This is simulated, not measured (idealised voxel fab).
Process module name: voxel double patterning
The width of the displayed cross-section, cut, is 170 nm; its cells are square, with a size of 5 nm.
We lay out every cross-section as a grid of square cells and spell it out in bands from the top down, where one band means one or more rows of cells.
Heads up on the band format: heights come first, top then bottom, in nm. After that it's the materials left to right, each with its width in nm. A single material flagged "throughout" fills the whole band edge to edge, and "blank" means there's empty space there.
Convention: height 0 is the level below which the wafer, as received, is all one material. The lowest band does not terminate at the bottom but continues downward, represented as "top 0, no bottom".
Graded width ("30 to 40"): value in top row of band = first number; value in bottom row = second number; row-to-row change constant.
Given "same as before" for a step, no cell of the cross-section differs between before and after that step.
"Voids, enclosed" specifies each empty space that is not open to the top and that occupies no fewer than 8 cells, using the form width x height at distance, the distance measured from the left edge and all three quantities in nm.
after a step's settings: what the simulator itself notes on the step
A step's line can hold "overlay nm"; with a mask on that step, the setting says how far right of the planned place the mask lay, while a negative setting says it lay to the left.
Each pair below shows a cross-section before one step and the cross-section after it, down to the lowest band that changed. The line under each pair gives the step between them, with its settings. The pairs can come from different runs of this module on the same starting wafer, so a pair continues from the pair above only where its "Prior to processing" says so.
Prior to processing:
	top 0, no bottom: Si throughout
	Voids, enclosed: none
Step Result:
	top 10, bottom 0: SiN throughout
	Under the height 0 nothing was changed.
	Voids, enclosed: none
Process step (between the before and after cross-sections above): CONFORMAL_DEP: material SiN, thk nm 10
Prior to processing: The structure entering this step is exactly what the pair just above shows after its step.
Step Result:
	top 20, bottom 10: SiO2 throughout
	Under the height 10 nothing was changed.
	Voids, enclosed: none
Process step (between the before and after cross-sections above): DIRECTIONAL_DEP: material SiO2, thk nm 10
Prior to processing: The structure entering this step is exactly what the pair just above shows after its step.
Step Result:
	top 25, bottom 20: SiCN throughout
	Under the height 20 nothing was changed.
	Voids, enclosed: none
Process step (between the before and after cross-sections above): DIRECTIONAL_DEP: material SiCN, thk nm 5
Prior to processing: The structure entering this step is exactly what the pair just above shows after its step.
Step Result:
	top 25, bottom 20: 50 nm SiCN; 15 nm blank; 35 nm SiCN; 15 nm blank; 55 nm SiCN
	Under the height 20 nothing was changed.
	Voids, enclosed: none
Process step (between the before and after cross-sections above): MASKED_ETCH: tone open, mask id FIRST, width nm 15, pitch nm 50, etch materials SiCN, depth nm 5, overlay nm 0
Prior to processing: The structure entering this step is exactly what the pair just above shows after its step.
Step Result:
	top 45, bottom 25: 75 nm resist; 15 nm blank; 80 nm resist
	top 25, bottom 20: 50 nm SiCN; 15 nm resist; 35 nm SiCN; 15 nm resist; 55 nm SiCN
	Under the height 20 nothing was changed.
	Voids, enclosed: none
Process step (between the before and after cross-sections above): PATTERN: tone open, mask id SECOND, material resist, width nm 15, thk nm 20, overlay nm 0
Prior to processing: The structure entering this step is exactly what the pair just above shows after its step.
Step Result:
	top 45, bottom 25: 75 nm resist; 15 nm blank; 80 nm resist
	top 25, bottom 20: 50 nm SiCN; 15 nm resist; 10 nm SiCN; 15 nm blank; 10 nm SiCN; 15 nm resist; 55 nm SiCN
	Under the height 20 nothing was changed.
	Voids, enclosed: none
Process step (between the before and after cross-sections above): DIRECTIONAL_ETCH: etch materials SiCN, depth nm 5
Prior to processing: The structure entering this step is exactly what the pair just above shows after its step.
Step Result:
	top 25, bottom 20: 50 nm SiCN; 15 nm blank; 10 nm SiCN; 15 nm blank; 10 nm SiCN; 15 nm blank; 55 nm SiCN
	Under the height 20 nothing was changed.
	Voids, enclosed: none
Process step (between the before and after cross-sections above): STRIP: etch materials resist
Prior to processing: The structure entering this step is exactly what the pair just above shows after its step.
Step Result:
	top 25, bottom 20: 50 nm SiCN; 15 nm blank; 10 nm SiCN; 15 nm blank; 10 nm SiCN; 15 nm blank; 55 nm SiCN
	top 20, bottom 10: 50 nm SiO2; 15 nm blank; 10 nm SiO2; 15 nm blank; 10 nm SiO2; 15 nm blank; 55 nm SiO2
	Under the height 10 nothing was changed.
	Voids, enclosed: none
Process step (between the before and after cross-sections above): DIRECTIONAL_ETCH: etch materials SiO2, depth nm 10
Prior to processing: The structure entering this step is exactly what the pair just above shows after its step.
Step Result:
	top 20, bottom 10: 50 nm SiO2; 15 nm blank; 10 nm SiO2; 15 nm blank; 10 nm SiO2; 15 nm blank; 55 nm SiO2
	Under the height 10 nothing was changed.
	Voids, enclosed: none
Process step (between the before and after cross-sections above): STRIP: etch materials SiCN
Prior to processing:
	top 0, no bottom: Si throughout
	Voids, enclosed: none
Step Result:
	top 10, bottom 0: SiO2 throughout
	Under the height 0 nothing was changed.
	Voids, enclosed: none
Process step (between the before and after cross-sections above): DIRECTIONAL_DEP: material SiO2, thk nm 10
Prior to processing: The structure entering this step is exactly what the pair just above shows after its step.
Step Result:
	top 20, bottom 10: SiN throughout
	Under the height 10 nothing was changed.
	Voids, enclosed: none
Process step (between the before and after cross-sections above): CONFORMAL_DEP: material SiN, thk nm 10
Prior to processing: The structure entering this step is exactly what the pair just above shows after its step.
Step Result:
	top 25, bottom 20: SiCN throughout
	Under the height 20 nothing was changed.
	Voids, enclosed: none
Process step (between the before and after cross-sections above): DIRECTIONAL_DEP: material SiCN, thk nm 5
Prior to processing: The structure entering this step is exactly what the pair just above shows after its step.
Step Result:
	top 25, bottom 20: 50 nm SiCN; 15 nm blank; 35 nm SiCN; 15 nm blank; 55 nm SiCN
	Under the height 20 nothing was changed.
	Voids, enclosed: none
Process step (between the before and after cross-sections above): MASKED_ETCH: tone open, mask id FIRST, width nm 15, pitch nm 50, etch materials SiCN, depth nm 5, overlay nm 0
Prior to processing: The structure entering this step is exactly what the pair just above shows after its step.
Step Result:
	top 45, bottom 25: 75 nm resist; 15 nm blank; 80 nm resist
	top 25, bottom 20: 50 nm SiCN; 15 nm resist; 35 nm SiCN; 15 nm resist; 55 nm SiCN
	Under the height 20 nothing was changed.
	Voids, enclosed: none
Process step (between the before and after cross-sections above): PATTERN: tone open, mask id SECOND, material resist, width nm 15, thk nm 20, overlay nm 0
Prior to processing: The structure entering this step is exactly what the pair just above shows after its step.
Step Result:
	top 45, bottom 25: 75 nm resist; 15 nm blank; 80 nm resist
	top 25, bottom 20: 50 nm SiCN; 15 nm resist; 10 nm SiCN; 15 nm blank; 10 nm SiCN; 15 nm resist; 55 nm SiCN
	Under the height 20 nothing was changed.
	Voids, enclosed: none
Process step (between the before and after cross-sections above): DIRECTIONAL_ETCH: etch materials SiCN, depth nm 5
Prior to processing: The structure entering this step is exactly what the pair just above shows after its step.
Step Result:
	top 25, bottom 20: 50 nm SiCN; 15 nm blank; 10 nm SiCN; 15 nm blank; 10 nm SiCN; 15 nm blank; 55 nm SiCN
	Under the height 20 nothing was changed.
	Voids, enclosed: none
Process step (between the before and after cross-sections above): STRIP: etch materials resist
Prior to processing: The structure entering this step is exactly what the pair just above shows after its step.
Step Result:
	top 20, bottom 10: SiN throughout
	Under the height 10 nothing was changed.
	Voids, enclosed: none
Process step (between the before and after cross-sections above): STRIP: etch materials SiCN
Prior to processing:
	top 10, bottom 0: SiN throughout
	top 0, no bottom: Si throughout
	Voids, enclosed: none
Step Result:
	top 25, bottom 10: SiO2 throughout
	Under the height 10 nothing was changed.
	Voids, enclosed: none
Process step (between the before and after cross-sections above): DIRECTIONAL_DEP: material SiO2, thk nm 15
Prior to processing: The structure entering this step is exactly what the pair just above shows after its step.
Step Result:
	top 30, bottom 25: SiCN throughout
	Under the height 25 nothing was changed.
	Voids, enclosed: none
Process step (between the before and after cross-sections above): DIRECTIONAL_DEP: material SiCN, thk nm 5
Prior to processing: The structure entering this step is exactly what the pair just above shows after its step.
Step Result:
	top 30, bottom 25: 50 nm SiCN; 15 nm blank; 35 nm SiCN; 15 nm blank; 55 nm SiCN
	Under the height 25 nothing was changed.
	Voids, enclosed: none
Process step (between the before and after cross-sections above): MASKED_ETCH: tone open, mask id FIRST, width nm 15, pitch nm 50, etch materials SiCN, depth nm 5, overlay nm 0
Prior to processing: The structure entering this step is exactly what the pair just above shows after its step.
Step Result:
	top 50, bottom 30: 75 nm resist; 15 nm blank; 80 nm resist
	top 30, bottom 25: 50 nm SiCN; 15 nm resist; 35 nm SiCN; 15 nm resist; 55 nm SiCN
	Under the height 25 nothing was changed.
	Voids, enclosed: none
Process step (between the before and after cross-sections above): PATTERN: tone open, mask id SECOND, material resist, width nm 15, thk nm 20, overlay nm 0
Prior to processing: The structure entering this step is exactly what the pair just above shows after its step.
Step Result:
	top 50, bottom 30: 75 nm resist; 15 nm blank; 80 nm resist
	top 30, bottom 25: 50 nm SiCN; 15 nm resist; 10 nm SiCN; 15 nm blank; 10 nm SiCN; 15 nm resist; 55 nm SiCN
	Under the height 25 nothing was changed.
	Voids, enclosed: none
Process step (between the before and after cross-sections above): DIRECTIONAL_ETCH: etch materials SiCN, depth nm 5
Prior to processing: The structure entering this step is exactly what the pair just above shows after its step.
Step Result:
	top 30, bottom 25: 50 nm SiCN; 15 nm blank; 10 nm SiCN; 15 nm blank; 10 nm SiCN; 15 nm blank; 55 nm SiCN
	Under the height 25 nothing was changed.
	Voids, enclosed: none
Process step (between the before and after cross-sections above): STRIP: etch materials resist
Prior to processing: The structure entering this step is exactly what the pair just above shows after its step.
Step Result:
	top 30, bottom 25: 50 nm SiCN; 15 nm blank; 10 nm SiCN; 15 nm blank; 10 nm SiCN; 15 nm blank; 55 nm SiCN
	top 25, bottom 15: 50 nm SiO2; 15 nm blank; 10 nm SiO2; 15 nm blank; 10 nm SiO2; 15 nm blank; 55 nm SiO2
	Under the height 15 nothing was changed.
	Voids, enclosed: none
Process step (between the before and after cross-sections above): DIRECTIONAL_ETCH: etch materials SiO2, depth nm 10
Prior to processing: The structure entering this step is exactly what the pair just above shows after its step.
Step Result:
	top 25, bottom 15: 50 nm SiO2; 15 nm blank; 10 nm SiO2; 15 nm blank; 10 nm SiO2; 15 nm blank; 55 nm SiO2
	Under the height 15 nothing was changed.
	Voids, enclosed: none
Process step (between the before and after cross-sections above): STRIP: etch materials SiCN
Prior to processing:
	top 25, bottom 20: 50 nm SiCN; 15 nm blank; 35 nm SiCN; 15 nm blank; 55 nm SiCN
	top 20, bottom 10: SiO2 throughout
	top 10, bottom 0: SiN throughout
	top 0, no bottom: Si throughout
	Voids, enclosed: none
Step Result:
	top 45, bottom 25: 70 nm resist; 25 nm blank; 75 nm resist
	top 25, bottom 20: 50 nm SiCN; 15 nm resist; 35 nm SiCN; 15 nm resist; 55 nm SiCN
	Under the height 20 nothing was changed.
	Voids, enclosed: none
Process step (between the before and after cross-sections above): PATTERN: tone open, mask id SECOND, material resist, width nm 25, thk nm 20, overlay nm 0
Prior to processing: The structure entering this step is exactly what the pair just above shows after its step.
Step Result:
	top 45, bottom 25: 70 nm resist; 25 nm blank; 75 nm resist
	top 25, bottom 20: 50 nm SiCN; 15 nm resist; 5 nm SiCN; 25 nm blank; 5 nm SiCN; 15 nm resist; 55 nm SiCN
	Under the height 20 nothing was changed.
	Voids, enclosed: none
Process step (between the before and after cross-sections above): DIRECTIONAL_ETCH: etch materials SiCN, depth nm 5
Prior to processing: The structure entering this step is exactly what the pair just above shows after its step.
Step Result:
	top 25, bottom 20: 50 nm SiCN; 15 nm blank; 5 nm SiCN; 25 nm blank; 5 nm SiCN; 15 nm blank; 55 nm SiCN
	Under the height 20 nothing was changed.
	Voids, enclosed: none
Process step (between the before and after cross-sections above): STRIP: etch materials resist
Prior to processing: The structure entering this step is exactly what the pair just above shows after its step.
Step Result:
	top 25, bottom 20: 50 nm SiCN; 15 nm blank; 5 nm SiCN; 25 nm blank; 5 nm SiCN; 15 nm blank; 55 nm SiCN
	top 20, bottom 10: 50 nm SiO2; 15 nm blank; 5 nm SiO2; 25 nm blank; 5 nm SiO2; 15 nm blank; 55 nm SiO2
	Under the height 10 nothing was changed.
	Voids, enclosed: none
Process step (between the before and after cross-sections above): DIRECTIONAL_ETCH: etch materials SiO2, depth nm 10
Prior to processing: The structure entering this step is exactly what the pair just above shows after its step.
Step Result:
	top 20, bottom 10: 50 nm SiO2; 15 nm blank; 5 nm SiO2; 25 nm blank; 5 nm SiO2; 15 nm blank; 55 nm SiO2
	Under the height 10 nothing was changed.
	Voids, enclosed: none
Process step (between the before and after cross-sections above): STRIP: etch materials SiCN
Prior to processing:
	top 25, bottom 20: 50 nm SiCN; 15 nm blank; 35 nm SiCN; 15 nm blank; 55 nm SiCN
	top 20, bottom 10: SiO2 throughout
	top 10, bottom 0: SiN throughout
	top 0, no bottom: Si throughout
	Voids, enclosed: none
Step Result:
	top 45, bottom 25: 80 nm resist; 15 nm blank; 75 nm resist
	top 25, bottom 20: 50 nm SiCN; 15 nm resist; 35 nm SiCN; 15 nm resist; 55 nm SiCN
	Under the height 20 nothing was changed.
	Voids, enclosed: none
Process step (between the before and after cross-sections above): PATTERN: tone open, mask id SECOND, material resist, width nm 15, thk nm 20, overlay nm 5
Prior to processing: The structure entering this step is exactly what the pair just above shows after its step.
Step Result:
	top 45, bottom 25: 80 nm resist; 15 nm blank; 75 nm resist
	top 25, bottom 20: 50 nm SiCN; 15 nm resist; 15 nm SiCN; 15 nm blank; 5 nm SiCN; 15 nm resist; 55 nm SiCN
	Under the height 20 nothing was changed.
	Voids, enclosed: none
Process step (between the before and after cross-sections above): DIRECTIONAL_ETCH: etch materials SiCN, depth nm 5
Prior to processing: The structure entering this step is exactly what the pair just above shows after its step.
Step Result:
	top 25, bottom 20: 50 nm SiCN; 15 nm blank; 15 nm SiCN; 15 nm blank; 5 nm SiCN; 15 nm blank; 55 nm SiCN
	Under the height 20 nothing was changed.
	Voids, enclosed: none
Process step (between the before and after cross-sections above): STRIP: etch materials resist
Prior to processing: The structure entering this step is exactly what the pair just above shows after its step.
Step Result:
	top 25, bottom 20: 50 nm SiCN; 15 nm blank; 15 nm SiCN; 15 nm blank; 5 nm SiCN; 15 nm blank; 55 nm SiCN
	top 20, bottom 10: 50 nm SiO2; 15 nm blank; 15 nm SiO2; 15 nm blank; 5 nm SiO2; 15 nm blank; 55 nm SiO2
	Under the height 10 nothing was changed.
	Voids, enclosed: none
Process step (between the before and after cross-sections above): DIRECTIONAL_ETCH: etch materials SiO2, depth nm 10
Prior to processing: The structure entering this step is exactly what the pair just above shows after its step.
Step Result:
	top 20, bottom 10: 50 nm SiO2; 15 nm blank; 15 nm SiO2; 15 nm blank; 5 nm SiO2; 15 nm blank; 55 nm SiO2
	Under the height 10 nothing was changed.
	Voids, enclosed: none
Process step (between the before and after cross-sections above): STRIP: etch materials SiCN
Prior to processing:
	top 0, no bottom: Si throughout
	Voids, enclosed: none
Step Result:
	top 10, bottom 0: SiO2 throughout
	Under the height 0 nothing was changed.
	Voids, enclosed: none
Process step (between the before and after cross-sections above): CONFORMAL_DEP: material SiO2, thk nm 10
Prior to processing: The structure entering this step is exactly what the pair just above shows after its step.
Step Result:
	top 20, bottom 0: SiO2 throughout
	Under the height 0 nothing was changed.
	Voids, enclosed: none
Process step (between the before and after cross-sections above): DIRECTIONAL_DEP: material SiO2, thk nm 10
Prior to processing: The structure entering this step is exactly what the pair just above shows after its step.
Step Result:
	top 25, bottom 20: SiCN throughout
	Under the height 20 nothing was changed.
	Voids, enclosed: none
Process step (between the before and after cross-sections above): DIRECTIONAL_DEP: material SiCN, thk nm 5
Prior to processing: The structure entering this step is exactly what the pair just above shows after its step.
Step Result:
	top 25, bottom 20: 50 nm SiCN; 15 nm blank; 35 nm SiCN; 15 nm blank; 55 nm SiCN
	Under the height 20 nothing was changed.
	Voids, enclosed: none
Process step (between the before and after cross-sections above): MASKED_ETCH: tone open, mask id FIRST, width nm 15, pitch nm 50, etch materials SiCN, depth nm 5, overlay nm 0
Prior to processing: The structure entering this step is exactly what the pair just above shows after its step.
Step Result:
	top 45, bottom 25: 75 nm resist; 15 nm blank; 80 nm resist
	top 25, bottom 20: 50 nm SiCN; 15 nm resist; 35 nm SiCN; 15 nm resist; 55 nm SiCN
	Under the height 20 nothing was changed.
	Voids, enclosed: none
Process step (between the before and after cross-sections above): PATTERN: tone open, mask id SECOND, material resist, width nm 15, thk nm 20, overlay nm 0
Prior to processing: The structure entering this step is exactly what the pair just above shows after its step.
Step Result:
	top 45, bottom 25: 75 nm resist; 15 nm blank; 80 nm resist
	top 25, bottom 20: 50 nm SiCN; 15 nm resist; 10 nm SiCN; 15 nm blank; 10 nm SiCN; 15 nm resist; 55 nm SiCN
	Under the height 20 nothing was changed.
	Voids, enclosed: none
Process step (between the before and after cross-sections above): DIRECTIONAL_ETCH: etch materials SiCN, depth nm 5
Prior to processing: The structure entering this step is exactly what the pair just above shows after its step.
Step Result:
	top 25, bottom 20: 50 nm SiCN; 15 nm blank; 10 nm SiCN; 15 nm blank; 10 nm SiCN; 15 nm blank; 55 nm SiCN
	Under the height 20 nothing was changed.
	Voids, enclosed: none
Process step (between the before and after cross-sections above): STRIP: etch materials resist
Prior to processing: The structure entering this step is exactly what the pair just above shows after its step.
Step Result:
	top 25, bottom 20: 50 nm SiCN; 15 nm blank; 10 nm SiCN; 15 nm blank; 10 nm SiCN; 15 nm blank; 55 nm SiCN
	top 20, bottom 10: 50 nm SiO2; 15 nm blank; 10 nm SiO2; 15 nm blank; 10 nm SiO2; 15 nm blank; 55 nm SiO2
	Under the height 10 nothing was changed.
	Voids, enclosed: none
Process step (between the before and after cross-sections above): DIRECTIONAL_ETCH: etch materials SiO2, depth nm 10
Prior to processing: The structure entering this step is exactly what the pair just above shows after its step.
Step Result:
	top 20, bottom 10: 50 nm SiO2; 15 nm blank; 10 nm SiO2; 15 nm blank; 10 nm SiO2; 15 nm blank; 55 nm SiO2
	Under the height 10 nothing was changed.
	Voids, enclosed: none
Process step (between the before and after cross-sections above): STRIP: etch materials SiCN
Prior to processing:
	top 25, bottom 20: 50 nm SiCN; 15 nm blank; 35 nm SiCN; 15 nm blank; 55 nm SiCN
	top 20, bottom 10: SiO2 throughout
	top 10, bottom 0: SiN throughout
	top 0, no bottom: Si throughout
	Voids, enclosed: none
Step Result:
	top 45, bottom 25: 75 nm blank; 15 nm resist; 80 nm blank
	Under the height 25 nothing was changed.
	Voids, enclosed: none
Process step (between the before and after cross-sections above): PATTERN: tone cover, mask id SECOND, material resist, width nm 15, thk nm 20, overlay nm 0
Prior to processing: The structure entering this step is exactly what the pair just above shows after its step.
Step Result:
	top 45, bottom 25: 75 nm blank; 15 nm resist; 80 nm blank
	top 25, bottom 20: 75 nm blank; 15 nm SiCN; 80 nm blank
	Under the height 20 nothing was changed.
	Voids, enclosed: none
Process step (between the before and after cross-sections above): DIRECTIONAL_ETCH: etch materials SiCN, depth nm 5
Prior to processing: The structure entering this step is exactly what the pair just above shows after its step.
Step Result:
	top 25, bottom 20: 75 nm blank; 15 nm SiCN; 80 nm blank
	Under the height 20 nothing was changed.
	Voids, enclosed: none
Process step (between the before and after cross-sections above): STRIP: etch materials resist
Prior to processing: The structure entering this step is exactly what the pair just above shows after its step.
Step Result:
	top 25, bottom 20: 75 nm blank; 15 nm SiCN; 80 nm blank
	top 20, bottom 10: 75 nm blank; 15 nm SiO2; 80 nm blank
	Under the height 10 nothing was changed.
	Voids, enclosed: none
Process step (between the before and after cross-sections above): DIRECTIONAL_ETCH: etch materials SiO2, depth nm 10
Prior to processing: The structure entering this step is exactly what the pair just above shows after its step.
Step Result:
	top 20, bottom 10: 75 nm blank; 15 nm SiO2; 80 nm blank
	Under the height 10 nothing was changed.
	Voids, enclosed: none
Process step (between the before and after cross-sections above): STRIP: etch materials SiCN
